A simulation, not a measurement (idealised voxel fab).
You're looking at the process module voxel plated lines.
Square cells of 5 nm make up the cross-section cut, whose width is 240 nm.
A cross-section in this document is a grid of square cells, and it is written down as bands, the top band listed before the ones below it; a band is made up of one or more rows of cells. Heights first: top, then bottom, in nm. Then materials, left to right, each with a width in nm. "edge to edge" on a single material: fills the band edge to edge. "blank": empty space. A quick word on heights: they are counted from 0, and under that level the wafer as it came to us is one material throughout. The lowest band is different from the rest in having no bottom; it simply continues downward, written as in "0 down". A width such as "30->40" changes by the same amount from each row of cells to the next, from the band's top row to its bottom row. Basically "remained the same" means that step didn't change any cell in the cross-section. Unvented internal voids: empty space of 8 cells or more with no open way to the top, each as width x height at its distance from the left edge, in nm. Step line, after settings: the simulator's comment on this step. overlay nm: for a step with a mask, the amount by which the mask lay right of where it was planned; a negative amount means left of it.
Process steps foreseen in the plan
1: RECEIVE [material Si]
2: CONFORMAL_DEP [material SiN] [thk nm 5]
3: DIRECTIONAL_DEP [material TiN] [thk nm 5]
4: PATTERN [tone open] [mask id LINES] [material resist] [width nm 15] [pitch nm 35] [thk nm 35] [overlay nm 0]
5: EPI [material Ru] [thk nm 5]
6: EPI [material Ru] [thk nm 5]
7: EPI [material Ru] [thk nm 10]
8: STRIP [etch materials resist]
9: DIRECTIONAL_ETCH [etch materials TiN] [depth nm 5]
10: CONFORMAL_DEP [material SiCN] [thk nm 5]
Concerning the first of two wafers, which was run in accordance with the plan
Cross-section of the wafer as it came to us, i.e., already through step 1
- 0 down = Si edge to edge
- Unvented internal voids: none
After step 2: wafer cross-section
- 5 to 0 = SiN edge to edge
- Below 0 it's all the same as before, nothing changed down there.
After step 3: wafer cross-section
- 10 to 5 = TiN edge to edge
- Below 5 it's all the same as before, nothing changed down there.
After step 4: wafer cross-section
- 45 to 10 = resist 95 nm  blank 15 nm  resist 20 nm  blank 15 nm  resist 95 nm
- Below 10 it's all the same as before, nothing changed down there.
After step 5: wafer cross-section
- 45 to 15 = resist 95 nm  blank 15 nm  resist 20 nm  blank 15 nm  resist 95 nm
- 15 to 10 = resist 95 nm  Ru 15 nm  resist 20 nm  Ru 15 nm  resist 95 nm
- Below 10 it's all the same as before, nothing changed down there.
After step 6: wafer cross-section
- 45 to 20 = resist 95 nm  blank 15 nm  resist 20 nm  blank 15 nm  resist 95 nm
- 20 to 10 = resist 95 nm  Ru 15 nm  resist 20 nm  Ru 15 nm  resist 95 nm
- Below 10 it's all the same as before, nothing changed down there.
After step 7: wafer cross-section
- 45 to 30 = resist 95 nm  blank 15 nm  resist 20 nm  blank 15 nm  resist 95 nm
- 30 to 10 = resist 95 nm  Ru 15 nm  resist 20 nm  Ru 15 nm  resist 95 nm
- Below 10 it's all the same as before, nothing changed down there.
After step 8: wafer cross-section
- 30 to 10 = blank 95 nm  Ru 15 nm  blank 20 nm  Ru 15 nm  blank 95 nm
- Below 10 it's all the same as before, nothing changed down there.
After step 9: wafer cross-section
- 30 to 10 = blank 95 nm  Ru 15 nm  blank 20 nm  Ru 15 nm  blank 95 nm
- 10 to 5 = blank 95 nm  TiN 15 nm  blank 20 nm  TiN 15 nm  blank 95 nm
- Below 5 it's all the same as before, nothing changed down there.
After step 10: wafer cross-section
- 35 to 30 = blank 90 nm  SiCN 25 nm  blank 10 nm  SiCN 25 nm  blank 90 nm
- 30 to 10 = blank 90 nm  SiCN 5 nm  Ru 15 nm  SiCN 5 nm  blank 10 nm  SiCN 5 nm  Ru 15 nm  SiCN 5 nm  blank 90 nm
- 10 to 5 = SiCN 95 nm  TiN 15 nm  SiCN 20 nm  TiN 15 nm  SiCN 95 nm
- Below 5 it's all the same as before, nothing changed down there.
Second wafer, same starting state and plan as the first, one mistake in the run, identical through step 6
Cross-section of the second wafer at the time step 7 of the plan should have ended
- 20 to 10 = blank 95 nm  Ru 15 nm  blank 20 nm  Ru 15 nm  blank 95 nm
- Below 10 it's all the same as before, nothing changed down there.
Cross-section of the second wafer at the time step 8 of the plan should have ended
- 30 to 20 = blank 85 nm  Ru 70 nm  blank 85 nm
- 20 to 10 = Ru edge to edge
- Below 10 it's all the same as before, nothing changed down there.
Cross-section of the second wafer at the time step 9 of the plan should have ended: remained the same
Cross-section of the second wafer at the time step 10 of the plan should have ended
- 35 to 30 = blank 80 nm  SiCN 80 nm  blank 80 nm
- 30 to 25 = blank 80 nm  SiCN 5 nm  Ru 70 nm  SiCN 5 nm  blank 80 nm
- 25 to 20 = SiCN 85 nm  Ru 70 nm  SiCN 85 nm
- Below 20 it's all the same as before, nothing changed down there.
What was the processing mistake? plan vs actual: 7 and 8 interchanged
Final wafer comparison in cells, second versus first, more or fewer per material: Ru +100; SiCN -16; TiN +42
